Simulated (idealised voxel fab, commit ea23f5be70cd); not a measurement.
The following is a process module called voxel capacitor over wiring.
Displayed cross-section: cut, width of 280 nm, square cells sized 5 nm.
Bands, listed from the top down, are how a cross-section gets written in this document; the cross-section itself is a grid of square cells, and a band is one or more rows of them. Quick guide to a band line: top height, bottom height (nm) up front; then every material left to right with its width in nm. Only one material and it's marked "throughout"? Then it fills the band edge to edge. And "empty" just means empty space. Measure heights from 0. That's the level where, below it, the as-received wafer is all one material. The lowest band is bottomless and extends downward; write it as in "0 -> down". Per-row width for "30 to 40": begins at first number (top row of band), ends at second number (bottom row), increment between rows held constant. Given "remained the same" for a step, no cell of the cross-section differs between before and after that step. "Sealed internal voids" enumerates empty spaces isolated from the top, with no open way to it, that contain at least 8 cells, giving each as width x height at distance from the left edge, all three in nm. Whatever follows a step's settings on its line is a remark the simulator itself makes about that step. overlay nm: on a step with a mask, how far right of its planned place the mask lay; negative means left.

# Process steps foreseen in the plan
- 1: RECEIVE with material Si
- 2: CONFORMAL_DEP with material SiO2, thk nm 15
- 3: CONFORMAL_DEP with material SiCN, thk nm 5
- 4: DIRECTIONAL_DEP with material lowk, thk nm 25
- 5: PATTERN with tone open, mask id METAL_1, material resist, width nm 20, pitch nm 90, thk nm 15, overlay nm 0
- 6: DIRECTIONAL_ETCH with etch materials lowk, depth nm 25
- 7: DIRECTIONAL_ETCH with etch materials SiCN, depth nm 5
- 8: STRIP with etch materials resist
- 9: CONFORMAL_DEP with material TiN, thk nm 5
- 10: FILL_DEP with material W, thk nm 5
- 11: CMP with height nm 45
- 12: EPI with material Ru, thk nm 5
- 13: FILL_DEP with material SiCN, thk nm 5
- 14: DIRECTIONAL_DEP with material SiO2, thk nm 20
- 15: MASKED_ETCH with tone open, mask id PLUG_1, width nm 15, etch materials SiO2, depth nm 20, overlay nm 0
- 16: MASKED_ETCH with tone open, mask id PLUG_1, width nm 15, etch materials SiCN, depth nm 5, overlay nm 0
- 17: CONFORMAL_DEP with material TiN, thk nm 5
- 18: FILL_DEP with material W, thk nm 10
- 19: CMP with height nm 75
- 20: DIRECTIONAL_DEP with material TiN, thk nm 5
- 21: DIRECTIONAL_DEP with material SiN, thk nm 5
- 22: DIRECTIONAL_DEP with material TiN, thk nm 5
- 23: MASKED_ETCH with tone cover, mask id UPPER_PLATE, width nm 75, etch materials TiN, depth nm 5, overlay nm 0
- 24: MASKED_ETCH with tone cover, mask id UPPER_PLATE, width nm 75, etch materials SiN, depth nm 5, overlay nm 0
- 25: MASKED_ETCH with tone cover, mask id LOWER_PLATE, width nm 85, etch materials TiN, depth nm 5, overlay nm 0
- 26: FILL_DEP with material SiO2, thk nm 20
- 27: CMP with height nm 105
- 28: PATTERN with tone open, mask id PLUG_2, material resist, width nm 15, thk nm 15, overlay nm 0
- 29: DIRECTIONAL_ETCH with etch materials SiO2, depth nm 15
- 30: STRIP with etch materials resist
- 31: CONFORMAL_DEP with material TiN, thk nm 5
- 32: FILL_DEP with material W, thk nm 10
- 33: CMP with height nm 105
- 34: CONFORMAL_DEP with material SiN, thk nm 5

# Cross-section of the wafer at receipt, which is the condition after step 1
0 -> down: Si throughout
Sealed internal voids: none

# The module was run from the start shown above using the plan shown above, but one mistake was made doing it; the resulting wafer cross-section is below
110 -> 105: SiN throughout
105 -> 95: SiO2 (95), TiN (5), W (15), TiN (5), SiO2 (160)
95 -> 85: SiO2 (95 to 90), TiN (25 to 75), SiO2 (160 to 115)
85 -> 80: SiO2 (90), SiN (75), SiO2 (115)
80 -> 75: SiO2 (85), TiN (85), SiO2 (110)
75 -> 55: SiO2 (90), TiN (5), W (5), TiN (5), SiO2 (175)
55 -> 50: SiCN (90), TiN (15), SiCN (175)
50 -> 45: SiCN (80), Ru (30), SiCN (60), Ru (30), SiCN (80)
45 -> 20: lowk (85), TiN (5), W (10), TiN (5), lowk (70), TiN (5), W (10), TiN (5), lowk (85)
20 -> 15: SiCN (85), TiN (20), SiCN (70), TiN (20), SiCN (85)
15 -> 0: SiO2 throughout
0 -> down: Si throughout
Sealed internal voids: none
Error vs. plan: step 28 was not run as planned; what actually ran was PATTERN with tone open, mask id PLUG_2, material resist, width nm 25, thk nm 15, overlay nm 0
